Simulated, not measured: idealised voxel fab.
The process module presented herein is designated voxel wiring stack.
This is section cut - it's 170 nm across, gridded in 5 nm square cells.
Throughout this document, each cross-section is represented as a grid of square cells and is presented as a sequence of bands enumerated from the top downward, where a band comprises one or more rows of cells. In this notation a band is specified by the heights of its top and bottom, in that order and in nm, after which its materials appear from left to right, each paired with its width in nm. The word "full width" attached to a single material means that material fills the band from edge to edge; the word "empty" stands for empty space. Below 0: as-received wafer, all one material; heights counted from there. Lowest band: no bottom, goes on down, written "z 0 and below". The notation "30->40" denotes a width that varies across the rows of cells in the band, beginning at the first number in the top row, finishing at the second number in the bottom row, and changing by an identical amount from each row to the next. For the purposes of this document, the phrase "all unchanged" attached to a step denotes that no cell within the cross-section was modified by that step. "Trapped cavities" means: voids of 8 cells or more that are shut off from the top with no open way through. Written width x height at distance, distance from the left edge, in nm. Formally, on a step line, whatever follows the settings is a remark that the simulator itself makes on the step. On any step carrying a mask, the "overlay nm" setting, if present on the step's line, tells how far right of its planned place the mask lay; negative values point to the left.
# Below is the list of planned process steps
1) RECEIVE | material Si
2) CONFORMAL_DEP | material SiO2 | thk nm 10
3) CONFORMAL_DEP | material SiN | thk nm 5
4) DIRECTIONAL_DEP | material lowk | thk nm 15
5) PATTERN | tone open | mask id METAL_1 | material resist | width nm 20 | pitch nm 35 | thk nm 20 | overlay nm 0
6) DIRECTIONAL_ETCH | etch materials lowk | depth nm 15
7) DIRECTIONAL_ETCH | etch materials SiN | depth nm 5
8) STRIP | etch materials resist
9) CONFORMAL_DEP | material TiN | thk nm 5
10) FILL_DEP | material Ru | thk nm 10
11) CMP | height nm 30
12) EPI | material Ru | thk nm 5
13) FILL_DEP | material SiCN | thk nm 5
14) DIRECTIONAL_DEP | material SiO2 | thk nm 10
15) DIRECTIONAL_DEP | material aC | thk nm 15
16) PATTERN | tone open | mask id PLUG_1 | material resist | width nm 15 | pitch nm 35 | thk nm 35 | overlay nm 0
17) DIRECTIONAL_ETCH | etch materials aC | depth nm 15
18) STRIP | etch materials resist
19) DIRECTIONAL_ETCH | etch materials SiO2 | depth nm 10
20) DIRECTIONAL_ETCH | etch materials SiCN | depth nm 5
21) STRIP | etch materials aC
22) EPI | material Ru | thk nm 10
23) EPI | material Ru | thk nm 5
24) CONFORMAL_DEP | material SiN | thk nm 5
25) DIRECTIONAL_DEP | material lowk | thk nm 15
26) MASKED_ETCH | tone open | mask id METAL_2 | width nm 20 | pitch nm 35 | etch materials lowk | depth nm 15 | overlay nm 0
27) MASKED_ETCH | tone open | mask id METAL_2 | width nm 20 | pitch nm 35 | etch materials SiN | depth nm 5 | overlay nm 0
28) CONFORMAL_DEP | material TiN | thk nm 5
29) FILL_DEP | material W | thk nm 5
30) CMP | height nm 70
31) EPI | material Ru | thk nm 5
32) FILL_DEP | material SiCN | thk nm 5
33) DIRECTIONAL_DEP | material SiO2 | thk nm 30
34) MASKED_ETCH | tone open | mask id METAL_3 | width nm 20 | pitch nm 35 | etch materials SiO2 | depth nm 15 | overlay nm 0
35) PATTERN | tone open | mask id METAL_3_HOLES | material resist | width nm 15 | pitch nm 35 | thk nm 15 | overlay nm 0
36) DIRECTIONAL_ETCH | etch materials SiO2 | depth nm 15
37) DIRECTIONAL_ETCH | etch materials SiCN | depth nm 5
38) STRIP | etch materials resist
39) CONFORMAL_DEP | material TiN | thk nm 5
40) FILL_DEP | material Ru | thk nm 10
41) CMP | height nm 110
42) CONFORMAL_DEP | material SiN | thk nm 5
# Wafer, first of two, run as planned
# Wafer at receipt (post step 1), cross-section
z 0 and below: Si full width
Trapped cavities: none
# Take a look at the wafer's cross-section after step 2
z 10 to 0: SiO2 full width
Everything under 0 stays put, no change at all.
# Take a look at the wafer's cross-section after step 3
z 15 to 10: SiN full width
Everything under 10 stays put, no change at all.
# Take a look at the wafer's cross-section after step 4
z 30 to 15: lowk full width
Everything under 15 stays put, no change at all.
# Take a look at the wafer's cross-section after step 5
z 50 to 30: 20 nm resist  20 nm empty  15 nm resist  20 nm empty  15 nm resist  20 nm empty  15 nm resist  20 nm empty  25 nm resist
Everything under 30 stays put, no change at all.
# Take a look at the wafer's cross-section after step 6
z 50 to 30: 20 nm resist  20 nm empty  15 nm resist  20 nm empty  15 nm resist  20 nm empty  15 nm resist  20 nm empty  25 nm resist
z 30 to 15: 20 nm lowk  20 nm empty  15 nm lowk  20 nm empty  15 nm lowk  20 nm empty  15 nm lowk  20 nm empty  25 nm lowk
Everything under 15 stays put, no change at all.
# Take a look at the wafer's cross-section after step 7
z 50 to 30: 20 nm resist  20 nm empty  15 nm resist  20 nm empty  15 nm resist  20 nm empty  15 nm resist  20 nm empty  25 nm resist
z 30 to 15: 20 nm lowk  20 nm empty  15 nm lowk  20 nm empty  15 nm lowk  20 nm empty  15 nm lowk  20 nm empty  25 nm lowk
z 15 to 10: 20 nm SiN  20 nm empty  15 nm SiN  20 nm empty  15 nm SiN  20 nm empty  15 nm SiN  20 nm empty  25 nm SiN
Everything under 10 stays put, no change at all.
# Take a look at the wafer's cross-section after step 8
z 30 to 15: 20 nm lowk  20 nm empty  15 nm lowk  20 nm empty  15 nm lowk  20 nm empty  15 nm lowk  20 nm empty  25 nm lowk
Everything under 15 stays put, no change at all.
# Take a look at the wafer's cross-section after step 9
z 35 to 30: 25 nm TiN  10 nm empty  25 nm TiN  10 nm empty  25 nm TiN  10 nm empty  25 nm TiN  10 nm empty  30 nm TiN
z 30 to 15: 20 nm lowk  5 nm TiN  10 nm empty  5 nm TiN  15 nm lowk  5 nm TiN  10 nm empty  5 nm TiN  15 nm lowk  5 nm TiN  10 nm empty  5 nm TiN  15 nm lowk  5 nm TiN  10 nm empty  5 nm TiN  25 nm lowk
z 15 to 10: 20 nm SiN  20 nm TiN  15 nm SiN  20 nm TiN  15 nm SiN  20 nm TiN  15 nm SiN  20 nm TiN  25 nm SiN
Everything under 10 stays put, no change at all.
# Take a look at the wafer's cross-section after step 10
z 45 to 35: Ru full width
z 35 to 30: 25 nm TiN  10 nm Ru  25 nm TiN  10 nm Ru  25 nm TiN  10 nm Ru  25 nm TiN  10 nm Ru  30 nm TiN
z 30 to 15: 20 nm lowk  5 nm TiN  10 nm Ru  5 nm TiN  15 nm lowk  5 nm TiN  10 nm Ru  5 nm TiN  15 nm lowk  5 nm TiN  10 nm Ru  5 nm TiN  15 nm lowk  5 nm TiN  10 nm Ru  5 nm TiN  25 nm lowk
Everything under 15 stays put, no change at all.
# Take a look at the wafer's cross-section after step 11
z 30 to 15: 20 nm lowk  5 nm TiN  10 nm Ru  5 nm TiN  15 nm lowk  5 nm TiN  10 nm Ru  5 nm TiN  15 nm lowk  5 nm TiN  10 nm Ru  5 nm TiN  15 nm lowk  5 nm TiN  10 nm Ru  5 nm TiN  25 nm lowk
Everything under 15 stays put, no change at all.
# Take a look at the wafer's cross-section after step 12
z 35 to 30: 15 nm empty  30 nm Ru  5 nm empty  30 nm Ru  5 nm empty  30 nm Ru  5 nm empty  30 nm Ru  20 nm empty
Everything under 30 stays put, no change at all.
# Take a look at the wafer's cross-section after step 13
z 40 to 35: SiCN full width
z 35 to 30: 15 nm SiCN  30 nm Ru  5 nm SiCN  30 nm Ru  5 nm SiCN  30 nm Ru  5 nm SiCN  30 nm Ru  20 nm SiCN
Everything under 30 stays put, no change at all.
# Take a look at the wafer's cross-section after step 14
z 50 to 40: SiO2 full width
Everything under 40 stays put, no change at all.
# Take a look at the wafer's cross-section after step 15
z 65 to 50: aC full width
Everything under 50 stays put, no change at all.
# Take a look at the wafer's cross-section after step 16
z 100 to 65: 20 nm resist  15 nm empty  20 nm resist  15 nm empty  20 nm resist  15 nm empty  20 nm resist  15 nm empty  30 nm resist
Everything under 65 stays put, no change at all.
# Take a look at the wafer's cross-section after step 17
z 85 to 65: 20 nm resist  15 nm empty  20 nm resist  15 nm empty  20 nm resist  15 nm empty  20 nm resist  15 nm empty  30 nm resist
z 65 to 50: 20 nm aC  15 nm empty  20 nm aC  15 nm empty  20 nm aC  15 nm empty  20 nm aC  15 nm empty  30 nm aC
Everything under 50 stays put, no change at all.
# Take a look at the wafer's cross-section after step 18
z 65 to 50: 20 nm aC  15 nm empty  20 nm aC  15 nm empty  20 nm aC  15 nm empty  20 nm aC  15 nm empty  30 nm aC
Everything under 50 stays put, no change at all.
# Take a look at the wafer's cross-section after step 19
z 65 to 50: 20 nm aC  15 nm empty  20 nm aC  15 nm empty  20 nm aC  15 nm empty  20 nm aC  15 nm empty  30 nm aC
z 50 to 40: 20 nm SiO2  15 nm empty  20 nm SiO2  15 nm empty  20 nm SiO2  15 nm empty  20 nm SiO2  15 nm empty  30 nm SiO2
Everything under 40 stays put, no change at all.
# Take a look at the wafer's cross-section after step 20
z 65 to 50: 20 nm aC  15 nm empty  20 nm aC  15 nm empty  20 nm aC  15 nm empty  20 nm aC  15 nm empty  30 nm aC
z 50 to 40: 20 nm SiO2  15 nm empty  20 nm SiO2  15 nm empty  20 nm SiO2  15 nm empty  20 nm SiO2  15 nm empty  30 nm SiO2
z 40 to 35: 20 nm SiCN  15 nm empty  20 nm SiCN  15 nm empty  20 nm SiCN  15 nm empty  20 nm SiCN  15 nm empty  30 nm SiCN
Everything under 35 stays put, no change at all.
# Take a look at the wafer's cross-section after step 21
z 50 to 40: 20 nm SiO2  15 nm empty  20 nm SiO2  15 nm empty  20 nm SiO2  15 nm empty  20 nm SiO2  15 nm empty  30 nm SiO2
Everything under 40 stays put, no change at all.
# Take a look at the wafer's cross-section after step 22
z 50 to 45: 20 nm SiO2  15 nm empty  20 nm SiO2  15 nm empty  20 nm SiO2  15 nm empty  20 nm SiO2  15 nm empty  30 nm SiO2
z 45 to 40: 20 nm SiO2  15 nm Ru  20 nm SiO2  15 nm Ru  20 nm SiO2  15 nm Ru  20 nm SiO2  15 nm Ru  30 nm SiO2
z 40 to 30: 20->15 nm SiCN  15->30 nm Ru  20->5 nm SiCN  15->30 nm Ru  20->5 nm SiCN  15->30 nm Ru  20->5 nm SiCN  15->30 nm Ru  30->20 nm SiCN
Everything under 30 stays put, no change at all.
# Take a look at the wafer's cross-section after step 23
z 50 to 40: 20 nm SiO2  15 nm Ru  20 nm SiO2  15 nm Ru  20 nm SiO2  15 nm Ru  20 nm SiO2  15 nm Ru  30 nm SiO2
Everything under 40 stays put, no change at all.
# Take a look at the wafer's cross-section after step 24
z 55 to 50: SiN full width
Everything under 50 stays put, no change at all.
# Take a look at the wafer's cross-section after step 25
z 70 to 55: lowk full width
Everything under 55 stays put, no change at all.
# Take a look at the wafer's cross-section after step 26
z 70 to 55: 20 nm lowk  20 nm empty  15 nm lowk  20 nm empty  15 nm lowk  20 nm empty  15 nm lowk  20 nm empty  25 nm lowk
Everything under 55 stays put, no change at all.
# Take a look at the wafer's cross-section after step 27
z 70 to 55: 20 nm lowk  20 nm empty  15 nm lowk  20 nm empty  15 nm lowk  20 nm empty  15 nm lowk  20 nm empty  25 nm lowk
z 55 to 50: 20 nm SiN  20 nm empty  15 nm SiN  20 nm empty  15 nm SiN  20 nm empty  15 nm SiN  20 nm empty  25 nm SiN
Everything under 50 stays put, no change at all.
# Take a look at the wafer's cross-section after step 28
z 75 to 70: 25 nm TiN  10 nm empty  25 nm TiN  10 nm empty  25 nm TiN  10 nm empty  25 nm TiN  10 nm empty  30 nm TiN
z 70 to 55: 20 nm lowk  5 nm TiN  10 nm empty  5 nm TiN  15 nm lowk  5 nm TiN  10 nm empty  5 nm TiN  15 nm lowk  5 nm TiN  10 nm empty  5 nm TiN  15 nm lowk  5 nm TiN  10 nm empty  5 nm TiN  25 nm lowk
z 55 to 50: 20 nm SiN  20 nm TiN  15 nm SiN  20 nm TiN  15 nm SiN  20 nm TiN  15 nm SiN  20 nm TiN  25 nm SiN
Everything under 50 stays put, no change at all.
# Take a look at the wafer's cross-section after step 29
z 80 to 75: W full width
z 75 to 70: 25 nm TiN  10 nm W  25 nm TiN  10 nm W  25 nm TiN  10 nm W  25 nm TiN  10 nm W  30 nm TiN
z 70 to 55: 20 nm lowk  5 nm TiN  10 nm W  5 nm TiN  15 nm lowk  5 nm TiN  10 nm W  5 nm TiN  15 nm lowk  5 nm TiN  10 nm W  5 nm TiN  15 nm lowk  5 nm TiN  10 nm W  5 nm TiN  25 nm lowk
Everything under 55 stays put, no change at all.
# Take a look at the wafer's cross-section after step 30
z 70 to 55: 20 nm lowk  5 nm TiN  10 nm W  5 nm TiN  15 nm lowk  5 nm TiN  10 nm W  5 nm TiN  15 nm lowk  5 nm TiN  10 nm W  5 nm TiN  15 nm lowk  5 nm TiN  10 nm W  5 nm TiN  25 nm lowk
Everything under 55 stays put, no change at all.
# Take a look at the wafer's cross-section after step 31
z 75 to 70: 15 nm empty  30 nm Ru  5 nm empty  30 nm Ru  5 nm empty  30 nm Ru  5 nm empty  30 nm Ru  20 nm empty
Everything under 70 stays put, no change at all.
# Take a look at the wafer's cross-section after step 32
z 80 to 75: SiCN full width
z 75 to 70: 15 nm SiCN  30 nm Ru  5 nm SiCN  30 nm Ru  5 nm SiCN  30 nm Ru  5 nm SiCN  30 nm Ru  20 nm SiCN
Everything under 70 stays put, no change at all.
# Take a look at the wafer's cross-section after step 33
z 110 to 80: SiO2 full width
Everything under 80 stays put, no change at all.
# Take a look at the wafer's cross-section after step 34
z 110 to 95: 20 nm SiO2  20 nm empty  15 nm SiO2  20 nm empty  15 nm SiO2  20 nm empty  15 nm SiO2  20 nm empty  25 nm SiO2
Everything under 95 stays put, no change at all.
# Take a look at the wafer's cross-section after step 35
z 125 to 110: 20 nm resist  15 nm empty  20 nm resist  15 nm empty  20 nm resist  15 nm empty  20 nm resist  15 nm empty  30 nm resist
z 110 to 95: 20 nm SiO2  15 nm empty  5 nm resist  15 nm SiO2  15 nm empty  5 nm resist  15 nm SiO2  15 nm empty  5 nm resist  15 nm SiO2  15 nm empty  5 nm resist  25 nm SiO2
Everything under 95 stays put, no change at all.
# Take a look at the wafer's cross-section after step 36
z 125 to 110: 20 nm resist  15 nm empty  20 nm resist  15 nm empty  20 nm resist  15 nm empty  20 nm resist  15 nm empty  30 nm resist
z 110 to 95: 20 nm SiO2  15 nm empty  5 nm resist  15 nm SiO2  15 nm empty  5 nm resist  15 nm SiO2  15 nm empty  5 nm resist  15 nm SiO2  15 nm empty  5 nm resist  25 nm SiO2
z 95 to 80: 20 nm SiO2  15 nm empty  20 nm SiO2  15 nm empty  20 nm SiO2  15 nm empty  20 nm SiO2  15 nm empty  30 nm SiO2
Everything under 80 stays put, no change at all.
# Take a look at the wafer's cross-section after step 37
z 125 to 110: 20 nm resist  15 nm empty  20 nm resist  15 nm empty  20 nm resist  15 nm empty  20 nm resist  15 nm empty  30 nm resist
z 110 to 95: 20 nm SiO2  15 nm empty  5 nm resist  15 nm SiO2  15 nm empty  5 nm resist  15 nm SiO2  15 nm empty  5 nm resist  15 nm SiO2  15 nm empty  5 nm resist  25 nm SiO2
z 95 to 80: 20 nm SiO2  15 nm empty  20 nm SiO2  15 nm empty  20 nm SiO2  15 nm empty  20 nm SiO2  15 nm empty  30 nm SiO2
z 80 to 75: 20 nm SiCN  15 nm empty  20 nm SiCN  15 nm empty  20 nm SiCN  15 nm empty  20 nm SiCN  15 nm empty  30 nm SiCN
Everything under 75 stays put, no change at all.
# Take a look at the wafer's cross-section after step 38
z 110 to 95: 20 nm SiO2  20 nm empty  15 nm SiO2  20 nm empty  15 nm SiO2  20 nm empty  15 nm SiO2  20 nm empty  25 nm SiO2
Everything under 95 stays put, no change at all.
# Take a look at the wafer's cross-section after step 39
z 115 to 110: 25 nm TiN  10 nm empty  25 nm TiN  10 nm empty  25 nm TiN  10 nm empty  25 nm TiN  10 nm empty  30 nm TiN
z 110 to 100: 20 nm SiO2  5 nm TiN  10 nm empty  5 nm TiN  15 nm SiO2  5 nm TiN  10 nm empty  5 nm TiN  15 nm SiO2  5 nm TiN  10 nm empty  5 nm TiN  15 nm SiO2  5 nm TiN  10 nm empty  5 nm TiN  25 nm SiO2
z 100 to 95: 20 nm SiO2  5 nm TiN  5 nm empty  10 nm TiN  15 nm SiO2  5 nm TiN  5 nm empty  10 nm TiN  15 nm SiO2  5 nm TiN  5 nm empty  10 nm TiN  15 nm SiO2  5 nm TiN  5 nm empty  10 nm TiN  25 nm SiO2
z 95 to 80: 20 nm SiO2  5 nm TiN  5 nm empty  5 nm TiN  20 nm SiO2  5 nm TiN  5 nm empty  5 nm TiN  20 nm SiO2  5 nm TiN  5 nm empty  5 nm TiN  20 nm SiO2  5 nm TiN  5 nm empty  5 nm TiN  30 nm SiO2
z 80 to 75: 20 nm SiCN  15 nm TiN  20 nm SiCN  15 nm TiN  20 nm SiCN  15 nm TiN  20 nm SiCN  15 nm TiN  30 nm SiCN
Everything under 75 stays put, no change at all.
# Take a look at the wafer's cross-section after step 40
z 125 to 115: Ru full width
z 115 to 110: 25 nm TiN  10 nm Ru  25 nm TiN  10 nm Ru  25 nm TiN  10 nm Ru  25 nm TiN  10 nm Ru  30 nm TiN
z 110 to 100: 20 nm SiO2  5 nm TiN  10 nm Ru  5 nm TiN  15 nm SiO2  5 nm TiN  10 nm Ru  5 nm TiN  15 nm SiO2  5 nm TiN  10 nm Ru  5 nm TiN  15 nm SiO2  5 nm TiN  10 nm Ru  5 nm TiN  25 nm SiO2
z 100 to 95: 20 nm SiO2  5 nm TiN  5 nm Ru  10 nm TiN  15 nm SiO2  5 nm TiN  5 nm Ru  10 nm TiN  15 nm SiO2  5 nm TiN  5 nm Ru  10 nm TiN  15 nm SiO2  5 nm TiN  5 nm Ru  10 nm TiN  25 nm SiO2
z 95 to 80: 20 nm SiO2  5 nm TiN  5 nm Ru  5 nm TiN  20 nm SiO2  5 nm TiN  5 nm Ru  5 nm TiN  20 nm SiO2  5 nm TiN  5 nm Ru  5 nm TiN  20 nm SiO2  5 nm TiN  5 nm Ru  5 nm TiN  30 nm SiO2
Everything under 80 stays put, no change at all.
# Take a look at the wafer's cross-section after step 41
z 110 to 100: 20 nm SiO2  5 nm TiN  10 nm Ru  5 nm TiN  15 nm SiO2  5 nm TiN  10 nm Ru  5 nm TiN  15 nm SiO2  5 nm TiN  10 nm Ru  5 nm TiN  15 nm SiO2  5 nm TiN  10 nm Ru  5 nm TiN  25 nm SiO2
Everything under 100 stays put, no change at all.
# Take a look at the wafer's cross-section after step 42
z 115 to 110: SiN full width
Everything under 110 stays put, no change at all.
# Second wafer, same starting conditions and recipe as the first, one mistake in executing it, nothing differs from the first up to and including step 15
# Here is the second wafer in cross-section at the point where step 16 of the plan should have been done
z 100 to 65: 20 nm resist  20 nm empty  15 nm resist  20 nm empty  15 nm resist  20 nm empty  15 nm resist  20 nm empty  25 nm resist
Everything under 65 stays put, no change at all.
# Here is the second wafer in cross-section at the point where step 17 of the plan should have been done
z 85 to 65: 20 nm resist  20 nm empty  15 nm resist  20 nm empty  15 nm resist  20 nm empty  15 nm resist  20 nm empty  25 nm resist
z 65 to 50: 20 nm aC  20 nm empty  15 nm aC  20 nm empty  15 nm aC  20 nm empty  15 nm aC  20 nm empty  25 nm aC
Everything under 50 stays put, no change at all.
# Here is the second wafer in cross-section at the point where step 18 of the plan should have been done
z 65 to 50: 20 nm aC  20 nm empty  15 nm aC  20 nm empty  15 nm aC  20 nm empty  15 nm aC  20 nm empty  25 nm aC
Everything under 50 stays put, no change at all.
# Here is the second wafer in cross-section at the point where step 19 of the plan should have been done
z 65 to 50: 20 nm aC  20 nm empty  15 nm aC  20 nm empty  15 nm aC  20 nm empty  15 nm aC  20 nm empty  25 nm aC
z 50 to 40: 20 nm SiO2  20 nm empty  15 nm SiO2  20 nm empty  15 nm SiO2  20 nm empty  15 nm SiO2  20 nm empty  25 nm SiO2
Everything under 40 stays put, no change at all.
# Here is the second wafer in cross-section at the point where step 20 of the plan should have been done
z 65 to 50: 20 nm aC  20 nm empty  15 nm aC  20 nm empty  15 nm aC  20 nm empty  15 nm aC  20 nm empty  25 nm aC
z 50 to 40: 20 nm SiO2  20 nm empty  15 nm SiO2  20 nm empty  15 nm SiO2  20 nm empty  15 nm SiO2  20 nm empty  25 nm SiO2
z 40 to 35: 20 nm SiCN  20 nm empty  15 nm SiCN  20 nm empty  15 nm SiCN  20 nm empty  15 nm SiCN  20 nm empty  25 nm SiCN
Everything under 35 stays put, no change at all.
# Here is the second wafer in cross-section at the point where step 21 of the plan should have been done
z 50 to 40: 20 nm SiO2  20 nm empty  15 nm SiO2  20 nm empty  15 nm SiO2  20 nm empty  15 nm SiO2  20 nm empty  25 nm SiO2
Everything under 40 stays put, no change at all.
# Here is the second wafer in cross-section at the point where step 22 of the plan should have been done
z 50 to 45: 20 nm SiO2  20 nm empty  15 nm SiO2  20 nm empty  15 nm SiO2  20 nm empty  15 nm SiO2  20 nm empty  25 nm SiO2
z 45 to 40: 20 nm SiO2  20 nm Ru  15 nm SiO2  20 nm Ru  15 nm SiO2  20 nm Ru  15 nm SiO2  20 nm Ru  25 nm SiO2
z 40 to 30: 20->15 nm SiCN  20->30 nm Ru  15->5 nm SiCN  20->30 nm Ru  15->5 nm SiCN  20->30 nm Ru  15->5 nm SiCN  20->30 nm Ru  25->20 nm SiCN
Everything under 30 stays put, no change at all.
# Here is the second wafer in cross-section at the point where step 23 of the plan should have been done
z 50 to 40: 20 nm SiO2  20 nm Ru  15 nm SiO2  20 nm Ru  15 nm SiO2  20 nm Ru  15 nm SiO2  20 nm Ru  25 nm SiO2
Everything under 40 stays put, no change at all.
# Here is the second wafer in cross-section at the point where step 24 of the plan should have been done
z 55 to 50: SiN full width
Everything under 50 stays put, no change at all.
# Here is the second wafer in cross-section at the point where step 25 of the plan should have been done
z 70 to 55: lowk full width
Everything under 55 stays put, no change at all.
# Here is the second wafer in cross-section at the point where step 26 of the plan should have been done
z 70 to 55: 20 nm lowk  20 nm empty  15 nm lowk  20 nm empty  15 nm lowk  20 nm empty  15 nm lowk  20 nm empty  25 nm lowk
Everything under 55 stays put, no change at all.
# Here is the second wafer in cross-section at the point where step 27 of the plan should have been done
z 70 to 55: 20 nm lowk  20 nm empty  15 nm lowk  20 nm empty  15 nm lowk  20 nm empty  15 nm lowk  20 nm empty  25 nm lowk
z 55 to 50: 20 nm SiN  20 nm empty  15 nm SiN  20 nm empty  15 nm SiN  20 nm empty  15 nm SiN  20 nm empty  25 nm SiN
Everything under 50 stays put, no change at all.
# Here is the second wafer in cross-section at the point where step 28 of the plan should have been done
z 75 to 70: 25 nm TiN  10 nm empty  25 nm TiN  10 nm empty  25 nm TiN  10 nm empty  25 nm TiN  10 nm empty  30 nm TiN
z 70 to 55: 20 nm lowk  5 nm TiN  10 nm empty  5 nm TiN  15 nm lowk  5 nm TiN  10 nm empty  5 nm TiN  15 nm lowk  5 nm TiN  10 nm empty  5 nm TiN  15 nm lowk  5 nm TiN  10 nm empty  5 nm TiN  25 nm lowk
z 55 to 50: 20 nm SiN  20 nm TiN  15 nm SiN  20 nm TiN  15 nm SiN  20 nm TiN  15 nm SiN  20 nm TiN  25 nm SiN
Everything under 50 stays put, no change at all.
# Here is the second wafer in cross-section at the point where step 29 of the plan should have been done
z 80 to 75: W full width
z 75 to 70: 25 nm TiN  10 nm W  25 nm TiN  10 nm W  25 nm TiN  10 nm W  25 nm TiN  10 nm W  30 nm TiN
z 70 to 55: 20 nm lowk  5 nm TiN  10 nm W  5 nm TiN  15 nm lowk  5 nm TiN  10 nm W  5 nm TiN  15 nm lowk  5 nm TiN  10 nm W  5 nm TiN  15 nm lowk  5 nm TiN  10 nm W  5 nm TiN  25 nm lowk
Everything under 55 stays put, no change at all.
# Here is the second wafer in cross-section at the point where step 30 of the plan should have been done
z 70 to 55: 20 nm lowk  5 nm TiN  10 nm W  5 nm TiN  15 nm lowk  5 nm TiN  10 nm W  5 nm TiN  15 nm lowk  5 nm TiN  10 nm W  5 nm TiN  15 nm lowk  5 nm TiN  10 nm W  5 nm TiN  25 nm lowk
Everything under 55 stays put, no change at all.
# Here is the second wafer in cross-section at the point where step 31 of the plan should have been done
z 75 to 70: 15 nm empty  30 nm Ru  5 nm empty  30 nm Ru  5 nm empty  30 nm Ru  5 nm empty  30 nm Ru  20 nm empty
Everything under 70 stays put, no change at all.
# Here is the second wafer in cross-section at the point where step 32 of the plan should have been done
z 80 to 75: SiCN full width
z 75 to 70: 15 nm SiCN  30 nm Ru  5 nm SiCN  30 nm Ru  5 nm SiCN  30 nm Ru  5 nm SiCN  30 nm Ru  20 nm SiCN
Everything under 70 stays put, no change at all.
# Here is the second wafer in cross-section at the point where step 33 of the plan should have been done
z 110 to 80: SiO2 full width
Everything under 80 stays put, no change at all.
# Here is the second wafer in cross-section at the point where step 34 of the plan should have been done
z 110 to 95: 20 nm SiO2  20 nm empty  15 nm SiO2  20 nm empty  15 nm SiO2  20 nm empty  15 nm SiO2  20 nm empty  25 nm SiO2
Everything under 95 stays put, no change at all.
# Here is the second wafer in cross-section at the point where step 35 of the plan should have been done
z 125 to 110: 20 nm resist  15 nm empty  20 nm resist  15 nm empty  20 nm resist  15 nm empty  20 nm resist  15 nm empty  30 nm resist
z 110 to 95: 20 nm SiO2  15 nm empty  5 nm resist  15 nm SiO2  15 nm empty  5 nm resist  15 nm SiO2  15 nm empty  5 nm resist  15 nm SiO2  15 nm empty  5 nm resist  25 nm SiO2
Everything under 95 stays put, no change at all.
# Here is the second wafer in cross-section at the point where step 36 of the plan should have been done
z 125 to 110: 20 nm resist  15 nm empty  20 nm resist  15 nm empty  20 nm resist  15 nm empty  20 nm resist  15 nm empty  30 nm resist
z 110 to 95: 20 nm SiO2  15 nm empty  5 nm resist  15 nm SiO2  15 nm empty  5 nm resist  15 nm SiO2  15 nm empty  5 nm resist  15 nm SiO2  15 nm empty  5 nm resist  25 nm SiO2
z 95 to 80: 20 nm SiO2  15 nm empty  20 nm SiO2  15 nm empty  20 nm SiO2  15 nm empty  20 nm SiO2  15 nm empty  30 nm SiO2
Everything under 80 stays put, no change at all.
# Here is the second wafer in cross-section at the point where step 37 of the plan should have been done
z 125 to 110: 20 nm resist  15 nm empty  20 nm resist  15 nm empty  20 nm resist  15 nm empty  20 nm resist  15 nm empty  30 nm resist
z 110 to 95: 20 nm SiO2  15 nm empty  5 nm resist  15 nm SiO2  15 nm empty  5 nm resist  15 nm SiO2  15 nm empty  5 nm resist  15 nm SiO2  15 nm empty  5 nm resist  25 nm SiO2
z 95 to 80: 20 nm SiO2  15 nm empty  20 nm SiO2  15 nm empty  20 nm SiO2  15 nm empty  20 nm SiO2  15 nm empty  30 nm SiO2
z 80 to 75: 20 nm SiCN  15 nm empty  20 nm SiCN  15 nm empty  20 nm SiCN  15 nm empty  20 nm SiCN  15 nm empty  30 nm SiCN
Everything under 75 stays put, no change at all.
# Here is the second wafer in cross-section at the point where step 38 of the plan should have been done
z 110 to 95: 20 nm SiO2  20 nm empty  15 nm SiO2  20 nm empty  15 nm SiO2  20 nm empty  15 nm SiO2  20 nm empty  25 nm SiO2
Everything under 95 stays put, no change at all.
# Here is the second wafer in cross-section at the point where step 39 of the plan should have been done
z 115 to 110: 25 nm TiN  10 nm empty  25 nm TiN  10 nm empty  25 nm TiN  10 nm empty  25 nm TiN  10 nm empty  30 nm TiN
z 110 to 100: 20 nm SiO2  5 nm TiN  10 nm empty  5 nm TiN  15 nm SiO2  5 nm TiN  10 nm empty  5 nm TiN  15 nm SiO2  5 nm TiN  10 nm empty  5 nm TiN  15 nm SiO2  5 nm TiN  10 nm empty  5 nm TiN  25 nm SiO2
z 100 to 95: 20 nm SiO2  5 nm TiN  5 nm empty  10 nm TiN  15 nm SiO2  5 nm TiN  5 nm empty  10 nm TiN  15 nm SiO2  5 nm TiN  5 nm empty  10 nm TiN  15 nm SiO2  5 nm TiN  5 nm empty  10 nm TiN  25 nm SiO2
z 95 to 80: 20 nm SiO2  5 nm TiN  5 nm empty  5 nm TiN  20 nm SiO2  5 nm TiN  5 nm empty  5 nm TiN  20 nm SiO2  5 nm TiN  5 nm empty  5 nm TiN  20 nm SiO2  5 nm TiN  5 nm empty  5 nm TiN  30 nm SiO2
z 80 to 75: 20 nm SiCN  15 nm TiN  20 nm SiCN  15 nm TiN  20 nm SiCN  15 nm TiN  20 nm SiCN  15 nm TiN  30 nm SiCN
Everything under 75 stays put, no change at all.
# Here is the second wafer in cross-section at the point where step 40 of the plan should have been done
z 125 to 115: Ru full width
z 115 to 110: 25 nm TiN  10 nm Ru  25 nm TiN  10 nm Ru  25 nm TiN  10 nm Ru  25 nm TiN  10 nm Ru  30 nm TiN
z 110 to 100: 20 nm SiO2  5 nm TiN  10 nm Ru  5 nm TiN  15 nm SiO2  5 nm TiN  10 nm Ru  5 nm TiN  15 nm SiO2  5 nm TiN  10 nm Ru  5 nm TiN  15 nm SiO2  5 nm TiN  10 nm Ru  5 nm TiN  25 nm SiO2
z 100 to 95: 20 nm SiO2  5 nm TiN  5 nm Ru  10 nm TiN  15 nm SiO2  5 nm TiN  5 nm Ru  10 nm TiN  15 nm SiO2  5 nm TiN  5 nm Ru  10 nm TiN  15 nm SiO2  5 nm TiN  5 nm Ru  10 nm TiN  25 nm SiO2
z 95 to 80: 20 nm SiO2  5 nm TiN  5 nm Ru  5 nm TiN  20 nm SiO2  5 nm TiN  5 nm Ru  5 nm TiN  20 nm SiO2  5 nm TiN  5 nm Ru  5 nm TiN  20 nm SiO2  5 nm TiN  5 nm Ru  5 nm TiN  30 nm SiO2
Everything under 80 stays put, no change at all.
# Here is the second wafer in cross-section at the point where step 41 of the plan should have been done
z 110 to 100: 20 nm SiO2  5 nm TiN  10 nm Ru  5 nm TiN  15 nm SiO2  5 nm TiN  10 nm Ru  5 nm TiN  15 nm SiO2  5 nm TiN  10 nm Ru  5 nm TiN  15 nm SiO2  5 nm TiN  10 nm Ru  5 nm TiN  25 nm SiO2
Everything under 100 stays put, no change at all.
# Here is the second wafer in cross-section at the point where step 42 of the plan should have been done
z 115 to 110: SiN full width
Everything under 110 stays put, no change at all.
Heads up, the wafer didn't run the way we planned it: it should be noted that step 16 was executed with settings other than those planned, the operation and settings actually applied being PATTERN | tone open | mask id PLUG_1 | material resist | width nm 20 | pitch nm 35 | thk nm 35 | overlay nm 0
Wafer comparison, final, in cells, second relative to first, materials more or fewer: +12 Ru, -4 SiCN, -8 SiO2
